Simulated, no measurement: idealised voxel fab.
process module | voxel quadruple lines
cross-section cut | 295 nm wide | cells 5 nm
A cross-section is a grid of square cells, given in bands from the top down. A band is one or more rows of cells.
Each band's line starts with the height of the band's top and of its bottom, in nm. Then come its materials from left to right, each with its width in nm. One material with "throughout" fills the band from edge to edge. "air" is empty space.
Height 0 is the level under which the wafer as received is all one material. The lowest band goes on downwards, as in "0 down".
A width such as "30 to 40" changes by the same amount from each row of cells to the next, from the band's top row to its bottom row.
"no change" after a step means that no cell of the cross-section changed.
closed voids: empty space of 8 cells or more with no open way to the top, each as width x height at its distance from the left edge, in nm
after a step's settings: what the simulator itself notes on the step
overlay nm, on a step with a mask: how far to the right of its planned place the mask lay; to the left if negative
plan
1 op RECEIVE | material Si
2 op CONFORMAL_DEP | material Al2O3 | thk nm 5
3 op DIRECTIONAL_DEP | material TiN | thk nm 15
4 op DIRECTIONAL_DEP | material polySi | thk nm 20
5 op DIRECTIONAL_DEP | material aC | thk nm 20
6 op PATTERN | tone cover | mask id MANDREL | material resist | width nm 20 | thk nm 30 | overlay nm 0
7 op DIRECTIONAL_ETCH | etch materials aC | depth nm 20
8 op STRIP | etch materials resist
9 op CONFORMAL_DEP | material SiO2 | thk nm 10
10 op DIRECTIONAL_ETCH | etch materials SiO2 | depth nm 10
11 op STRIP | etch materials aC
12 op DIRECTIONAL_ETCH | etch materials polySi | depth nm 20
13 op STRIP | etch materials SiO2
14 op CONFORMAL_DEP | material SiCN | thk nm 5
15 op DIRECTIONAL_ETCH | etch materials SiCN | depth nm 5
16 op STRIP | etch materials polySi
17 op DIRECTIONAL_ETCH | etch materials TiN | depth nm 15
18 op STRIP | etch materials SiCN
as received, after step 1
  0 down: Si throughout
  closed voids: none
first wafer at the end, as planned
  20 to 5: air 120 | TiN 5 | air 10 | TiN 5 | air 10 | TiN 5 | air 10 | TiN 5 | air 125
  5 to 0: Al2O3 throughout
  0 down: Si throughout
  closed voids: none
second wafer at the end: like start, like plan, one mistake
  35 to 20: air 120 | TiN 5 | air 10 | TiN 5 | air 10 | TiN 5 | air 10 | TiN 5 | air 125
  20 to 5: TiN throughout
  5 to 0: Al2O3 throughout
  0 down: Si throughout
  closed voids: none
what went wrong: step 3 was run twice
at the end the second wafer has, in cells: 177 more of TiN
